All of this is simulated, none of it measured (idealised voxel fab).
process module | voxel capacitor over wiring
cross-section cut | 145 nm wide | cells 5 nm
A cross-section is a grid of square cells, given in bands from the top down. A band is one or more rows of cells.
Each band's line starts with the height of the band's top and of its bottom, in nm. Then come its materials from left to right, each with its width in nm. One material with "throughout" fills the band from edge to edge. "air" is empty space.
Height 0 is the level under which the wafer as received is all one material. The lowest band goes on downwards, as in "0 down".
A width such as "30 to 40" changes by the same amount from each row of cells to the next, from the band's top row to its bottom row.
"no change" after a step means that no cell of the cross-section changed.
closed voids: empty space of 8 cells or more with no open way to the top, each as width x height at its distance from the left edge, in nm
after a step's settings: what the simulator itself notes on the step
overlay nm, on a step with a mask: how far to the right of its planned place the mask lay; to the left if negative
plan
1 op RECEIVE | material Si
2 op CONFORMAL_DEP | material SiO2 | thk nm 10
3 op CONFORMAL_DEP | material SiN | thk nm 5
4 op DIRECTIONAL_DEP | material SiO2 | thk nm 15
5 op PATTERN | tone open | mask id METAL_1 | material resist | width nm 20 | pitch nm 75 | thk nm 15 | overlay nm 0
6 op DIRECTIONAL_ETCH | etch materials SiO2 | depth nm 15
7 op DIRECTIONAL_ETCH | etch materials SiN | depth nm 5
8 op STRIP | etch materials resist
9 op CONFORMAL_DEP | material TiN | thk nm 5
10 op FILL_DEP | material Cu | thk nm 5
11 op CMP | height nm 30
12 op CONFORMAL_DEP | material SiCN | thk nm 5
13 op DIRECTIONAL_DEP | material SiO2 | thk nm 20
14 op PATTERN | tone open | mask id PLUG_1 | material resist | width nm 15 | thk nm 15 | overlay nm 0
15 op DIRECTIONAL_ETCH | etch materials SiO2 | depth nm 20
16 op DIRECTIONAL_ETCH | etch materials SiCN | depth nm 5
17 op STRIP | etch materials resist
18 op CONFORMAL_DEP | material TiN | thk nm 5
19 op FILL_DEP | material Cu | thk nm 10
20 op CMP | height nm 55
21 op DIRECTIONAL_DEP | material TiN | thk nm 5
22 op DIRECTIONAL_DEP | material SiN | thk nm 5
23 op DIRECTIONAL_DEP | material TiN | thk nm 5
24 op PATTERN | tone cover | mask id UPPER_PLATE | material resist | width nm 60 | thk nm 15 | overlay nm 0
25 op DIRECTIONAL_ETCH | etch materials TiN | depth nm 5
26 op DIRECTIONAL_ETCH | etch materials SiN | depth nm 5
27 op STRIP | etch materials resist
28 op PATTERN | tone cover | mask id LOWER_PLATE | material resist | width nm 70 | thk nm 20 | overlay nm 0
29 op DIRECTIONAL_ETCH | etch materials TiN | depth nm 5
30 op STRIP | etch materials resist
31 op FILL_DEP | material SiO2 | thk nm 20
32 op CMP | height nm 85
33 op PATTERN | tone open | mask id PLUG_2 | material resist | width nm 15 | thk nm 15 | overlay nm 0
34 op DIRECTIONAL_ETCH | etch materials SiO2 | depth nm 15
35 op STRIP | etch materials resist
36 op CONFORMAL_DEP | material TiN | thk nm 5
37 op FILL_DEP | material Ru | thk nm 10
38 op CMP | height nm 75
39 op CONFORMAL_DEP | material SiN | thk nm 5
varied across the wafers: height nm of step 38. The plan shows the first wafer's value. All wafers start alike
first wafer as received, after step 1
  0 down: Si throughout
  closed voids: none
each wafer at the end: cells of each material gained (+) or lost (-) since it was received, then its closed voids
height nm 75 | +16 Cu | +26 SiCN | +62 SiN | +300 SiO2 | +60 TiN | closed voids: none
height nm 80 | +16 Cu | +1 Ru | +26 SiCN | +62 SiN | +326 SiO2 | +62 TiN | closed voids: none
height nm 85 | +16 Cu | +2 Ru | +26 SiCN | +62 SiN | +352 SiO2 | +64 TiN | closed voids: none
height nm 90 | +16 Cu | +3 Ru | +26 SiCN | +62 SiN | +352 SiO2 | +92 TiN | closed voids: none
height nm 95 | +16 Cu | +32 Ru | +26 SiCN | +62 SiN | +352 SiO2 | +92 TiN | closed voids: none
height nm 100 | +16 Cu | +61 Ru | +26 SiCN | +62 SiN | +352 SiO2 | +92 TiN | closed voids: none
